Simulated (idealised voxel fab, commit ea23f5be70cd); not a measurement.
Process module name: voxel self aligned contacts
Cross-section cut: width 235 nm, square cells of 5 nm.
Heads up, the way a cross-section reads in here is a grid of square cells, handed over as bands from the top down, with every band being one or more rows of cells. Heads up on the band format: heights come first, top then bottom, in nm. After that it's the materials left to right, each with its width in nm. A single material flagged "full width" fills the whole band edge to edge, and "empty" means there's empty space there. Heights from 0 (as-received wafer is one material below). Bottom band endless downward, as "0..down". Note: "30->40" means the width goes from the first number (top row of the band) to the second number (bottom row) in equal steps per row of cells. "left unchanged" (step): cross-section cells unchanged, all of them. The entry "Encapsulated voids" lists the empty spaces that cover at least 8 cells and have no open path to the top. Each is written as width x height at distance, where the distance is measured from the left edge and all three values are in nm. Where a step's line continues beyond its settings, the continuation is a remark by the simulator itself on that step. overlay nm: mask right of planned place by this much (step with mask). Neg. = left. Note on reading: below, each pair holds a cross-section from before one process step and one from after it; the one from after shows only down to the lowest band that changed. Beneath the pair, the step in between is stated along with its settings. The pairs can stem from different runs of this module on the same starting wafer. Where a pair's entry headed "Status quo ante" says so, and only there, that pair continues from the pair above it.

STATUS QUO ANTE
    0..down | Si full width
    Encapsulated voids: none

AS PROCESSED
    0..-5 | SiO2 full width
    Below -5, no change.
    Encapsulated voids: none
Step linking the sections shown: OXIDIZE: depth nm 5

Status quo ante: equal to the after panel directly above.

AS PROCESSED
    25..0 | polySi full width
    Below 0, no change.
    Encapsulated voids: none
Step linking the sections shown: DIRECTIONAL_DEP: material polySi, thk nm 25

Status quo ante: equal to the after panel directly above.

AS PROCESSED
    40..25 | SiN full width
    Below 25, no change.
    Encapsulated voids: none
Step linking the sections shown: DIRECTIONAL_DEP: material SiN, thk nm 15

Status quo ante: equal to the after panel directly above.

AS PROCESSED
    55..40 | 35 empty, then 30 resist, then 35 empty, then 30 resist, then 35 empty, then 30 resist, then 40 empty
    Below 40, no change.
    Encapsulated voids: none
Step linking the sections shown: PATTERN: tone cover, mask id GATE, material resist, width nm 30, pitch nm 65, thk nm 15, overlay nm 0

Status quo ante: equal to the after panel directly above.

AS PROCESSED
    55..40 | 35 empty, then 30 resist, then 35 empty, then 30 resist, then 35 empty, then 30 resist, then 40 empty
    40..25 | 35 empty, then 30 SiN, then 35 empty, then 30 SiN, then 35 empty, then 30 SiN, then 40 empty
    Below 25, no change.
    Encapsulated voids: none
Step linking the sections shown: DIRECTIONAL_ETCH: etch materials SiN, depth nm 15

Status quo ante: equal to the after panel directly above.

AS PROCESSED
    55..40 | 35 empty, then 30 resist, then 35 empty, then 30 resist, then 35 empty, then 30 resist, then 40 empty
    40..25 | 35 empty, then 30 SiN, then 35 empty, then 30 SiN, then 35 empty, then 30 SiN, then 40 empty
    25..0 | 35 empty, then 30 polySi, then 35 empty, then 30 polySi, then 35 empty, then 30 polySi, then 40 empty
    Below 0, no change.
    Encapsulated voids: none
Step linking the sections shown: DIRECTIONAL_ETCH: etch materials polySi, depth nm 25

Status quo ante: equal to the after panel directly above.

AS PROCESSED
    40..25 | 35 empty, then 30 SiN, then 35 empty, then 30 SiN, then 35 empty, then 30 SiN, then 40 empty
    Below 25, no change.
    Encapsulated voids: none
Step linking the sections shown: STRIP: etch materials resist

Status quo ante: equal to the after panel directly above.

AS PROCESSED
    45..25 | 30 empty, then 40 SiN, then 25 empty, then 40 SiN, then 25 empty, then 40 SiN, then 35 empty
    25..5 | 30 empty, then 5 SiN, then 30 polySi, then 5 SiN, then 25 empty, then 5 SiN, then 30 polySi, then 5 SiN, then 25 empty, then 5 SiN, then 30 polySi, then 5 SiN, then 35 empty
    5..0 | 35 SiN, then 30 polySi, then 35 SiN, then 30 polySi, then 35 SiN, then 30 polySi, then 40 SiN
    Below 0, no change.
    Encapsulated voids: none
Step linking the sections shown: CONFORMAL_DEP: material SiN, thk nm 5

Status quo ante: equal to the after panel directly above.

AS PROCESSED
    40..25 | 30 empty, then 40 SiN, then 25 empty, then 40 SiN, then 25 empty, then 40 SiN, then 35 empty
    25..0 | 30 empty, then 5 SiN, then 30 polySi, then 5 SiN, then 25 empty, then 5 SiN, then 30 polySi, then 5 SiN, then 25 empty, then 5 SiN, then 30 polySi, then 5 SiN, then 35 empty
    Below 0, no change.
    Encapsulated voids: none
Step linking the sections shown: DIRECTIONAL_ETCH: etch materials SiN, depth nm 5

Status quo ante: equal to the after panel directly above.

AS PROCESSED
    55..40 | SiO2 full width
    40..25 | 30 SiO2, then 40 SiN, then 25 SiO2, then 40 SiN, then 25 SiO2, then 40 SiN, then 35 SiO2
    25..0 | 30 SiO2, then 5 SiN, then 30 polySi, then 5 SiN, then 25 SiO2, then 5 SiN, then 30 polySi, then 5 SiN, then 25 SiO2, then 5 SiN, then 30 polySi, then 5 SiN, then 35 SiO2
    Below 0, no change.
    Encapsulated voids: none
Step linking the sections shown: FILL_DEP: material SiO2, thk nm 15

Status quo ante: equal to the after panel directly above.

AS PROCESSED
    45..40 | SiO2 full width
    Below 40, no change.
    Encapsulated voids: none
Step linking the sections shown: CMP: height nm 45

Status quo ante: equal to the after panel directly above.

AS PROCESSED
    60..45 | aC full width
    Below 45, no change.
    Encapsulated voids: none
Step linking the sections shown: DIRECTIONAL_DEP: material aC, thk nm 15

Status quo ante: equal to the after panel directly above.

AS PROCESSED
    90..60 | 60 resist, then 45 empty, then 20 resist, then 45 empty, then 65 resist
    Below 60, no change.
    Encapsulated voids: none
Step linking the sections shown: PATTERN: tone open, mask id CONTACT, material resist, width nm 45, pitch nm 65, thk nm 30, overlay nm 0

Status quo ante: equal to the after panel directly above.

AS PROCESSED
    75..60 | 60 resist, then 45 empty, then 20 resist, then 45 empty, then 65 resist
    60..45 | 60 aC, then 45 empty, then 20 aC, then 45 empty, then 65 aC
    Below 45, no change.
    Encapsulated voids: none
Step linking the sections shown: DIRECTIONAL_ETCH: etch materials aC, depth nm 15

Status quo ante: equal to the after panel directly above.

AS PROCESSED
    60..45 | 60 aC, then 45 empty, then 20 aC, then 45 empty, then 65 aC
    Below 45, no change.
    Encapsulated voids: none
Step linking the sections shown: STRIP: etch materials resist

Status quo ante: equal to the after panel directly above.

AS PROCESSED
    60..45 | 60 aC, then 45 empty, then 20 aC, then 45 empty, then 65 aC
    45..40 | 60 SiO2, then 45 empty, then 20 SiO2, then 45 empty, then 65 SiO2
    40..25 | 30 SiO2, then 40 SiN, then 25 empty, then 40 SiN, then 25 empty, then 40 SiN, then 35 SiO2
    25..0 | 30 SiO2, then 5 SiN, then 30 polySi, then 5 SiN, then 25 empty, then 5 SiN, then 30 polySi, then 5 SiN, then 25 empty, then 5 SiN, then 30 polySi, then 5 SiN, then 35 SiO2
    0..-5 | 70 SiO2, then 25 empty, then 40 SiO2, then 25 empty, then 75 SiO2
    Below -5, no change.
    Encapsulated voids: none
Step linking the sections shown: DIRECTIONAL_ETCH: etch materials SiO2, depth nm 50

Status quo ante: equal to the after panel directly above.

AS PROCESSED
    45..40 | 60 SiO2, then 45 empty, then 20 SiO2, then 45 empty, then 65 SiO2
    Below 40, no change.
    Encapsulated voids: none
Step linking the sections shown: STRIP: etch materials aC

Status quo ante: equal to the after panel directly above.

AS PROCESSED
    50..45 | 65 TiN, then 35 empty, then 30 TiN, then 35 empty, then 70 TiN
    45..40 | 60 SiO2, then 15 TiN, then 15 empty, then 15 TiN, then 20 SiO2, then 15 TiN, then 15 empty, then 15 TiN, then 65 SiO2
    40..25 | 30 SiO2, then 40 SiN, then 5 TiN, then 15 empty, then 5 TiN, then 40 SiN, then 5 TiN, then 15 empty, then 5 TiN, then 40 SiN, then 35 SiO2
    25..0 | 30 SiO2, then 5 SiN, then 30 polySi, then 5 SiN, then 5 TiN, then 15 empty, then 5 TiN, then 5 SiN, then 30 polySi, then 5 SiN, then 5 TiN, then 15 empty, then 5 TiN, then 5 SiN, then 30 polySi, then 5 SiN, then 35 SiO2
    0..-5 | 70 SiO2, then 25 TiN, then 40 SiO2, then 25 TiN, then 75 SiO2
    Below -5, no change.
    Encapsulated voids: none
Step linking the sections shown: CONFORMAL_DEP: material TiN, thk nm 5

Status quo ante: equal to the after panel directly above.

AS PROCESSED
    60..50 | Ru full width
    50..45 | 65 TiN, then 35 Ru, then 30 TiN, then 35 Ru, then 70 TiN
    45..40 | 60 SiO2, then 15 TiN, then 15 Ru, then 15 TiN, then 20 SiO2, then 15 TiN, then 15 Ru, then 15 TiN, then 65 SiO2
    40..25 | 30 SiO2, then 40 SiN, then 5 TiN, then 15 Ru, then 5 TiN, then 40 SiN, then 5 TiN, then 15 Ru, then 5 TiN, then 40 SiN, then 35 SiO2
    25..0 | 30 SiO2, then 5 SiN, then 30 polySi, then 5 SiN, then 5 TiN, then 15 Ru, then 5 TiN, then 5 SiN, then 30 polySi, then 5 SiN, then 5 TiN, then 15 Ru, then 5 TiN, then 5 SiN, then 30 polySi, then 5 SiN, then 35 SiO2
    Below 0, no change.
    Encapsulated voids: none
Step linking the sections shown: FILL_DEP: material Ru, thk nm 10

Status quo ante: equal to the after panel directly above.

AS PROCESSED
    45..40 | 60 SiO2, then 15 TiN, then 15 Ru, then 15 TiN, then 20 SiO2, then 15 TiN, then 15 Ru, then 15 TiN, then 65 SiO2
    Below 40, no change.
    Encapsulated voids: none
Step linking the sections shown: CMP: height nm 45

Status quo ante: equal to the after panel directly above.

AS PROCESSED
    50..45 | SiCN full width
    Below 45, no change.
    Encapsulated voids: none
Step linking the sections shown: CONFORMAL_DEP: material SiCN, thk nm 5

STATUS QUO ANTE
    60..50 | Ru full width
    50..45 | 65 TiN, then 35 Ru, then 30 TiN, then 35 Ru, then 70 TiN
    45..40 | 60 SiO2, then 15 TiN, then 15 Ru, then 15 TiN, then 20 SiO2, then 15 TiN, then 15 Ru, then 15 TiN, then 65 SiO2
    40..25 | 30 SiO2, then 40 SiN, then 5 TiN, then 15 Ru, then 5 TiN, then 40 SiN, then 5 TiN, then 15 Ru, then 5 TiN, then 40 SiN, then 35 SiO2
    25..0 | 30 SiO2, then 5 SiN, then 30 polySi, then 5 SiN, then 5 TiN, then 15 Ru, then 5 TiN, then 5 SiN, then 30 polySi, then 5 SiN, then 5 TiN, then 15 Ru, then 5 TiN, then 5 SiN, then 30 polySi, then 5 SiN, then 35 SiO2
    0..-5 | 70 SiO2, then 25 TiN, then 40 SiO2, then 25 TiN, then 75 SiO2
    -5..down | Si full width
    Encapsulated voids: none

AS PROCESSED
    65..60 | SiCN full width
    Below 60, no change.
    Encapsulated voids: none
Step linking the sections shown: CONFORMAL_DEP: material SiCN, thk nm 5

STATUS QUO ANTE
    25..0 | polySi full width
    0..-5 | SiO2 full width
    -5..down | Si full width
    Encapsulated voids: none

AS PROCESSED
    50..0 | polySi full width
    Below 0, no change.
    Encapsulated voids: none
Step linking the sections shown: DIRECTIONAL_DEP: material polySi, thk nm 25

Status quo ante: equal to the after panel directly above.

AS PROCESSED
    65..50 | SiN full width
    Below 50, no change.
    Encapsulated voids: none
Step linking the sections shown: DIRECTIONAL_DEP: material SiN, thk nm 15

Status quo ante: equal to the after panel directly above.

AS PROCESSED
    80..65 | 35 empty, then 30 resist, then 35 empty, then 30 resist, then 35 empty, then 30 resist, then 40 empty
    Below 65, no change.
    Encapsulated voids: none
Step linking the sections shown: PATTERN: tone cover, mask id GATE, material resist, width nm 30, pitch nm 65, thk nm 15, overlay nm 0

Status quo ante: equal to the after panel directly above.

AS PROCESSED
    80..65 | 35 empty, then 30 resist, then 35 empty, then 30 resist, then 35 empty, then 30 resist, then 40 empty
    65..50 | 35 empty, then 30 SiN, then 35 empty, then 30 SiN, then 35 empty, then 30 SiN, then 40 empty
    Below 50, no change.
    Encapsulated voids: none
Step linking the sections shown: DIRECTIONAL_ETCH: etch materials SiN, depth nm 15

Status quo ante: equal to the after panel directly above.

AS PROCESSED
    80..65 | 35 empty, then 30 resist, then 35 empty, then 30 resist, then 35 empty, then 30 resist, then 40 empty
    65..50 | 35 empty, then 30 SiN, then 35 empty, then 30 SiN, then 35 empty, then 30 SiN, then 40 empty
    50..25 | 35 empty, then 30 polySi, then 35 empty, then 30 polySi, then 35 empty, then 30 polySi, then 40 empty
    Below 25, no change.
    Encapsulated voids: none
Step linking the sections shown: DIRECTIONAL_ETCH: etch materials polySi, depth nm 25

Status quo ante: equal to the after panel directly above.

AS PROCESSED
    65..50 | 35 empty, then 30 SiN, then 35 empty, then 30 SiN, then 35 empty, then 30 SiN, then 40 empty
    Below 50, no change.
    Encapsulated voids: none
Step linking the sections shown: STRIP: etch materials resist

Status quo ante: equal to the after panel directly above.

AS PROCESSED
    70..50 | 30 empty, then 40 SiN, then 25 empty, then 40 SiN, then 25 empty, then 40 SiN, then 35 empty
    50..30 | 30 empty, then 5 SiN, then 30 polySi, then 5 SiN, then 25 empty, then 5 SiN, then 30 polySi, then 5 SiN, then 25 empty, then 5 SiN, then 30 polySi, then 5 SiN, then 35 empty
    30..25 | 35 SiN, then 30 polySi, then 35 SiN, then 30 polySi, then 35 SiN, then 30 polySi, then 40 SiN
    Below 25, no change.
    Encapsulated voids: none
Step linking the sections shown: CONFORMAL_DEP: material SiN, thk nm 5

Status quo ante: equal to the after panel directly above.

AS PROCESSED
    65..50 | 30 empty, then 40 SiN, then 25 empty, then 40 SiN, then 25 empty, then 40 SiN, then 35 empty
    50..25 | 30 empty, then 5 SiN, then 30 polySi, then 5 SiN, then 25 empty, then 5 SiN, then 30 polySi, then 5 SiN, then 25 empty, then 5 SiN, then 30 polySi, then 5 SiN, then 35 empty
    Below 25, no change.
    Encapsulated voids: none
Step linking the sections shown: DIRECTIONAL_ETCH: etch materials SiN, depth nm 5

Status quo ante: equal to the after panel directly above.

AS PROCESSED
    80..65 | SiO2 full width
    65..50 | 30 SiO2, then 40 SiN, then 25 SiO2, then 40 SiN, then 25 SiO2, then 40 SiN, then 35 SiO2
    50..25 | 30 SiO2, then 5 SiN, then 30 polySi, then 5 SiN, then 25 SiO2, then 5 SiN, then 30 polySi, then 5 SiN, then 25 SiO2, then 5 SiN, then 30 polySi, then 5 SiN, then 35 SiO2
    Below 25, no change.
    Encapsulated voids: none
Step linking the sections shown: FILL_DEP: material SiO2, thk nm 15

Status quo ante: equal to the after panel directly above.

AS PROCESSED
    45..25 | 30 SiO2, then 5 SiN, then 30 polySi, then 5 SiN, then 25 SiO2, then 5 SiN, then 30 polySi, then 5 SiN, then 25 SiO2, then 5 SiN, then 30 polySi, then 5 SiN, then 35 SiO2
    Below 25, no change.
    Encapsulated voids: none
Step linking the sections shown: CMP: height nm 45

Status quo ante: equal to the after panel directly above.

AS PROCESSED
    60..45 | aC full width
    Below 45, no change.
    Encapsulated voids: none
Step linking the sections shown: DIRECTIONAL_DEP: material aC, thk nm 15

Status quo ante: equal to the after panel directly above.

AS PROCESSED
    90..60 | 60 resist, then 45 empty, then 20 resist, then 45 empty, then 65 resist
    Below 60, no change.
    Encapsulated voids: none
Step linking the sections shown: PATTERN: tone open, mask id CONTACT, material resist, width nm 45, pitch nm 65, thk nm 30, overlay nm 0

Status quo ante: equal to the after panel directly above.

AS PROCESSED
    75..60 | 60 resist, then 45 empty, then 20 resist, then 45 empty, then 65 resist
    60..45 | 60 aC, then 45 empty, then 20 aC, then 45 empty, then 65 aC
    Below 45, no change.
    Encapsulated voids: none
Step linking the sections shown: DIRECTIONAL_ETCH: etch materials aC, depth nm 15

Status quo ante: equal to the after panel directly above.

AS PROCESSED
    60..45 | 60 aC, then 45 empty, then 20 aC, then 45 empty, then 65 aC
    Below 45, no change.
    Encapsulated voids: none
Step linking the sections shown: STRIP: etch materials resist

Status quo ante: equal to the after panel directly above.

AS PROCESSED
    60..45 | 60 aC, then 45 empty, then 20 aC, then 45 empty, then 65 aC
    45..25 | 30 SiO2, then 5 SiN, then 30 polySi, then 5 SiN, then 25 empty, then 5 SiN, then 30 polySi, then 5 SiN, then 25 empty, then 5 SiN, then 30 polySi, then 5 SiN, then 35 SiO2
    Below 25, no change.
    Encapsulated voids: none
Step linking the sections shown: DIRECTIONAL_ETCH: etch materials SiO2, depth nm 50

Status quo ante: equal to the after panel directly above.

AS PROCESSED
    45..25 | 30 SiO2, then 5 SiN, then 30 polySi, then 5 SiN, then 25 empty, then 5 SiN, then 30 polySi, then 5 SiN, then 25 empty, then 5 SiN, then 30 polySi, then 5 SiN, then 35 SiO2
    Below 25, no change.
    Encapsulated voids: none
Step linking the sections shown: STRIP: etch materials aC

Status quo ante: equal to the after panel directly above.

AS PROCESSED
    50..45 | 75 TiN, then 15 empty, then 50 TiN, then 15 empty, then 80 TiN
    45..30 | 30 SiO2, then 5 SiN, then 30 polySi, then 5 SiN, then 5 TiN, then 15 empty, then 5 TiN, then 5 SiN, then 30 polySi, then 5 SiN, then 5 TiN, then 15 empty, then 5 TiN, then 5 SiN, then 30 polySi, then 5 SiN, then 35 SiO2
    30..25 | 30 SiO2, then 5 SiN, then 30 polySi, then 5 SiN, then 25 TiN, then 5 SiN, then 30 polySi, then 5 SiN, then 25 TiN, then 5 SiN, then 30 polySi, then 5 SiN, then 35 SiO2
    Below 25, no change.
    Encapsulated voids: none
Step linking the sections shown: CONFORMAL_DEP: material TiN, thk nm 5

Status quo ante: equal to the after panel directly above.

AS PROCESSED
    60..50 | Ru full width
    50..45 | 75 TiN, then 15 Ru, then 50 TiN, then 15 Ru, then 80 TiN
    45..30 | 30 SiO2, then 5 SiN, then 30 polySi, then 5 SiN, then 5 TiN, then 15 Ru, then 5 TiN, then 5 SiN, then 30 polySi, then 5 SiN, then 5 TiN, then 15 Ru, then 5 TiN, then 5 SiN, then 30 polySi, then 5 SiN, then 35 SiO2
    Below 30, no change.
    Encapsulated voids: none
Step linking the sections shown: FILL_DEP: material Ru, thk nm 10

Status quo ante: equal to the after panel directly above.

AS PROCESSED
    45..30 | 30 SiO2, then 5 SiN, then 30 polySi, then 5 SiN, then 5 TiN, then 15 Ru, then 5 TiN, then 5 SiN, then 30 polySi, then 5 SiN, then 5 TiN, then 15 Ru, then 5 TiN, then 5 SiN, then 30 polySi, then 5 SiN, then 35 SiO2
    Below 30, no change.
    Encapsulated voids: none
Step linking the sections shown: CMP: height nm 45

Status quo ante: equal to the after panel directly above.

AS PROCESSED
    50..45 | SiCN full width
    Below 45, no change.
    Encapsulated voids: none
Step linking the sections shown: CONFORMAL_DEP: material SiCN, thk nm 5

STATUS QUO ANTE
    0..-5 | SiO2 full width
    -5..down | Si full width
    Encapsulated voids: none

AS PROCESSED
    15..0 | SiN full width
    Below 0, no change.
    Encapsulated voids: none
Step linking the sections shown: DIRECTIONAL_DEP: material SiN, thk nm 15

Status quo ante: equal to the after panel directly above.

AS PROCESSED
    40..15 | polySi full width
    Below 15, no change.
    Encapsulated voids: none
Step linking the sections shown: DIRECTIONAL_DEP: material polySi, thk nm 25

Status quo ante: equal to the after panel directly above.

AS PROCESSED
    55..40 | 35 empty, then 30 resist, then 35 empty, then 30 resist, then 35 empty, then 30 resist, then 40 empty
    Below 40, no change.
    Encapsulated voids: none
Step linking the sections shown: PATTERN: tone cover, mask id GATE, material resist, width nm 30, pitch nm 65, thk nm 15, overlay nm 0

Status quo ante: equal to the after panel directly above.

AS PROCESSED
    55..40 | 35 empty, then 30 resist, then 35 empty, then 30 resist, then 35 empty, then 30 resist, then 40 empty
    40..15 | 35 empty, then 30 polySi, then 35 empty, then 30 polySi, then 35 empty, then 30 polySi, then 40 empty
    Below 15, no change.
    Encapsulated voids: none
Step linking the sections shown: DIRECTIONAL_ETCH: etch materials polySi, depth nm 25

Status quo ante: equal to the after panel directly above.

AS PROCESSED
    40..15 | 35 empty, then 30 polySi, then 35 empty, then 30 polySi, then 35 empty, then 30 polySi, then 40 empty
    Below 15, no change.
    Encapsulated voids: none
Step linking the sections shown: STRIP: etch materials resist

Status quo ante: equal to the after panel directly above.

AS PROCESSED
    45..40 | 30 empty, then 40 SiN, then 25 empty, then 40 SiN, then 25 empty, then 40 SiN, then 35 empty
    40..20 | 30 empty, then 5 SiN, then 30 polySi, then 5 SiN, then 25 empty, then 5 SiN, then 30 polySi, then 5 SiN, then 25 empty, then 5 SiN, then 30 polySi, then 5 SiN, then 35 empty
    20..15 | 35 SiN, then 30 polySi, then 35 SiN, then 30 polySi, then 35 SiN, then 30 polySi, then 40 SiN
    Below 15, no change.
    Encapsulated voids: none
Step linking the sections shown: CONFORMAL_DEP: material SiN, thk nm 5

Status quo ante: equal to the after panel directly above.

AS PROCESSED
    40..15 | 30 empty, then 5 SiN, then 30 polySi, then 5 SiN, then 25 empty, then 5 SiN, then 30 polySi, then 5 SiN, then 25 empty, then 5 SiN, then 30 polySi, then 5 SiN, then 35 empty
    Below 15, no change.
    Encapsulated voids: none
Step linking the sections shown: DIRECTIONAL_ETCH: etch materials SiN, depth nm 5

Status quo ante: equal to the after panel directly above.

AS PROCESSED
    55..40 | SiO2 full width
    40..15 | 30 SiO2, then 5 SiN, then 30 polySi, then 5 SiN, then 25 SiO2, then 5 SiN, then 30 polySi, then 5 SiN, then 25 SiO2, then 5 SiN, then 30 polySi, then 5 SiN, then 35 SiO2
    Below 15, no change.
    Encapsulated voids: none
Step linking the sections shown: FILL_DEP: material SiO2, thk nm 15

Status quo ante: equal to the after panel directly above.

AS PROCESSED
    45..40 | SiO2 full width
    Below 40, no change.
    Encapsulated voids: none
Step linking the sections shown: CMP: height nm 45

Status quo ante: equal to the after panel directly above.

AS PROCESSED
    60..45 | aC full width
    Below 45, no change.
    Encapsulated voids: none
Step linking the sections shown: DIRECTIONAL_DEP: material aC, thk nm 15

Status quo ante: equal to the after panel directly above.

AS PROCESSED
    90..60 | 60 resist, then 45 empty, then 20 resist, then 45 empty, then 65 resist
    Below 60, no change.
    Encapsulated voids: none
Step linking the sections shown: PATTERN: tone open, mask id CONTACT, material resist, width nm 45, pitch nm 65, thk nm 30, overlay nm 0

Status quo ante: equal to the after panel directly above.

AS PROCESSED
    75..60 | 60 resist, then 45 empty, then 20 resist, then 45 empty, then 65 resist
    60..45 | 60 aC, then 45 empty, then 20 aC, then 45 empty, then 65 aC
    Below 45, no change.
    Encapsulated voids: none
Step linking the sections shown: DIRECTIONAL_ETCH: etch materials aC, depth nm 15

Status quo ante: equal to the after panel directly above.

AS PROCESSED
    60..45 | 60 aC, then 45 empty, then 20 aC, then 45 empty, then 65 aC
    Below 45, no change.
    Encapsulated voids: none
Step linking the sections shown: STRIP: etch materials resist

Status quo ante: equal to the after panel directly above.

AS PROCESSED
    60..45 | 60 aC, then 45 empty, then 20 aC, then 45 empty, then 65 aC
    45..40 | 60 SiO2, then 45 empty, then 20 SiO2, then 45 empty, then 65 SiO2
    40..15 | 30 SiO2, then 5 SiN, then 30 polySi, then 5 SiN, then 25 empty, then 5 SiN, then 30 polySi, then 5 SiN, then 25 empty, then 5 SiN, then 30 polySi, then 5 SiN, then 35 SiO2
    Below 15, no change.
    Encapsulated voids: none
Step linking the sections shown: DIRECTIONAL_ETCH: etch materials SiO2, depth nm 50

Status quo ante: equal to the after panel directly above.

AS PROCESSED
    45..40 | 60 SiO2, then 45 empty, then 20 SiO2, then 45 empty, then 65 SiO2
    Below 40, no change.
    Encapsulated voids: none
Step linking the sections shown: STRIP: etch materials aC

Status quo ante: equal to the after panel directly above.

AS PROCESSED
    50..45 | 65 TiN, then 35 empty, then 30 TiN, then 35 empty, then 70 TiN
    45..40 | 60 SiO2, then 15 TiN, then 15 empty, then 15 TiN, then 20 SiO2, then 15 TiN, then 15 empty, then 15 TiN, then 65 SiO2
    40..20 | 30 SiO2, then 5 SiN, then 30 polySi, then 5 SiN, then 5 TiN, then 15 empty, then 5 TiN, then 5 SiN, then 30 polySi, then 5 SiN, then 5 TiN, then 15 empty, then 5 TiN, then 5 SiN, then 30 polySi, then 5 SiN, then 35 SiO2
    20..15 | 30 SiO2, then 5 SiN, then 30 polySi, then 5 SiN, then 25 TiN, then 5 SiN, then 30 polySi, then 5 SiN, then 25 TiN, then 5 SiN, then 30 polySi, then 5 SiN, then 35 SiO2
    Below 15, no change.
    Encapsulated voids: none
Step linking the sections shown: CONFORMAL_DEP: material TiN, thk nm 5

Status quo ante: equal to the after panel directly above.

AS PROCESSED
    60..50 | Ru full width
    50..45 | 65 TiN, then 35 Ru, then 30 TiN, then 35 Ru, then 70 TiN
    45..40 | 60 SiO2, then 15 TiN, then 15 Ru, then 15 TiN, then 20 SiO2, then 15 TiN, then 15 Ru, then 15 TiN, then 65 SiO2
    40..20 | 30 SiO2, then 5 SiN, then 30 polySi, then 5 SiN, then 5 TiN, then 15 Ru, then 5 TiN, then 5 SiN, then 30 polySi, then 5 SiN, then 5 TiN, then 15 Ru, then 5 TiN, then 5 SiN, then 30 polySi, then 5 SiN, then 35 SiO2
    Below 20, no change.
    Encapsulated voids: none
Step linking the sections shown: FILL_DEP: material Ru, thk nm 10

Status quo ante: equal to the after panel directly above.

AS PROCESSED
    45..40 | 60 SiO2, then 15 TiN, then 15 Ru, then 15 TiN, then 20 SiO2, then 15 TiN, then 15 Ru, then 15 TiN, then 65 SiO2
    Below 40, no change.
    Encapsulated voids: none
Step linking the sections shown: CMP: height nm 45

Status quo ante: equal to the after panel directly above.

AS PROCESSED
    50..45 | SiCN full width
    Below 45, no change.
    Encapsulated voids: none
Step linking the sections shown: CONFORMAL_DEP: material SiCN, thk nm 5

STATUS QUO ANTE
    55..40 | 35 empty, then 30 resist, then 35 empty, then 30 resist, then 35 empty, then 30 resist, then 40 empty
    40..25 | 35 empty, then 30 SiN, then 35 empty, then 30 SiN, then 35 empty, then 30 SiN, then 40 empty
    25..0 | polySi full width
    0..-5 | SiO2 full width
    -5..down | Si full width
    Encapsulated voids: none

AS PROCESSED
    55..40 | 35 empty, then 30 resist, then 35 empty, then 30 resist, then 35 empty, then 30 resist, then 40 empty
    40..25 | 35 empty, then 30 SiN, then 35 empty, then 30 SiN, then 35 empty, then 30 SiN, then 40 empty
    25..5 | 35 empty, then 30 polySi, then 35 empty, then 30 polySi, then 35 empty, then 30 polySi, then 40 empty
    Below 5, no change.
    Encapsulated voids: none
Step linking the sections shown: DIRECTIONAL_ETCH: etch materials polySi, depth nm 20

Status quo ante: equal to the after panel directly above.

AS PROCESSED
    40..25 | 35 empty, then 30 SiN, then 35 empty, then 30 SiN, then 35 empty, then 30 SiN, then 40 empty
    Below 25, no change.
    Encapsulated voids: none
Step linking the sections shown: STRIP: etch materials resist

Status quo ante: equal to the after panel directly above.

AS PROCESSED
    45..25 | 30 empty, then 40 SiN, then 25 empty, then 40 SiN, then 25 empty, then 40 SiN, then 35 empty
    25..10 | 30 empty, then 5 SiN, then 30 polySi, then 5 SiN, then 25 empty, then 5 SiN, then 30 polySi, then 5 SiN, then 25 empty, then 5 SiN, then 30 polySi, then 5 SiN, then 35 empty
    10..5 | 35 SiN, then 30 polySi, then 35 SiN, then 30 polySi, then 35 SiN, then 30 polySi, then 40 SiN
    Below 5, no change.
    Encapsulated voids: none
Step linking the sections shown: CONFORMAL_DEP: material SiN, thk nm 5

Status quo ante: equal to the after panel directly above.

AS PROCESSED
    40..25 | 30 empty, then 40 SiN, then 25 empty, then 40 SiN, then 25 empty, then 40 SiN, then 35 empty
    25..5 | 30 empty, then 5 SiN, then 30 polySi, then 5 SiN, then 25 empty, then 5 SiN, then 30 polySi, then 5 SiN, then 25 empty, then 5 SiN, then 30 polySi, then 5 SiN, then 35 empty
    Below 5, no change.
    Encapsulated voids: none
Step linking the sections shown: DIRECTIONAL_ETCH: etch materials SiN, depth nm 5

Status quo ante: equal to the after panel directly above.

AS PROCESSED
    55..40 | SiO2 full width
    40..25 | 30 SiO2, then 40 SiN, then 25 SiO2, then 40 SiN, then 25 SiO2, then 40 SiN, then 35 SiO2
    25..5 | 30 SiO2, then 5 SiN, then 30 polySi, then 5 SiN, then 25 SiO2, then 5 SiN, then 30 polySi, then 5 SiN, then 25 SiO2, then 5 SiN, then 30 polySi, then 5 SiN, then 35 SiO2
    Below 5, no change.
    Encapsulated voids: none
Step linking the sections shown: FILL_DEP: material SiO2, thk nm 15

Status quo ante: equal to the after panel directly above.

AS PROCESSED
    45..40 | SiO2 full width
    Below 40, no change.
    Encapsulated voids: none
Step linking the sections shown: CMP: height nm 45

Status quo ante: equal to the after panel directly above.

AS PROCESSED
    60..45 | aC full width
    Below 45, no change.
    Encapsulated voids: none
Step linking the sections shown: DIRECTIONAL_DEP: material aC, thk nm 15

Status quo ante: equal to the after panel directly above.

AS PROCESSED
    90..60 | 60 resist, then 45 empty, then 20 resist, then 45 empty, then 65 resist
    Below 60, no change.
    Encapsulated voids: none
Step linking the sections shown: PATTERN: tone open, mask id CONTACT, material resist, width nm 45, pitch nm 65, thk nm 30, overlay nm 0

Status quo ante: equal to the after panel directly above.

AS PROCESSED
    75..60 | 60 resist, then 45 empty, then 20 resist, then 45 empty, then 65 resist
    60..45 | 60 aC, then 45 empty, then 20 aC, then 45 empty, then 65 aC
    Below 45, no change.
    Encapsulated voids: none
Step linking the sections shown: DIRECTIONAL_ETCH: etch materials aC, depth nm 15

Status quo ante: equal to the after panel directly above.

AS PROCESSED
    60..45 | 60 aC, then 45 empty, then 20 aC, then 45 empty, then 65 aC
    Below 45, no change.
    Encapsulated voids: none
Step linking the sections shown: STRIP: etch materials resist

Status quo ante: equal to the after panel directly above.

AS PROCESSED
    60..45 | 60 aC, then 45 empty, then 20 aC, then 45 empty, then 65 aC
    45..40 | 60 SiO2, then 45 empty, then 20 SiO2, then 45 empty, then 65 SiO2
    40..25 | 30 SiO2, then 40 SiN, then 25 empty, then 40 SiN, then 25 empty, then 40 SiN, then 35 SiO2
    25..5 | 30 SiO2, then 5 SiN, then 30 polySi, then 5 SiN, then 25 empty, then 5 SiN, then 30 polySi, then 5 SiN, then 25 empty, then 5 SiN, then 30 polySi, then 5 SiN, then 35 SiO2
    Below 5, no change.
    Encapsulated voids: none
Step linking the sections shown: DIRECTIONAL_ETCH: etch materials SiO2, depth nm 50

Status quo ante: equal to the after panel directly above.

AS PROCESSED
    45..40 | 60 SiO2, then 45 empty, then 20 SiO2, then 45 empty, then 65 SiO2
    Below 40, no change.
    Encapsulated voids: none
Step linking the sections shown: STRIP: etch materials aC
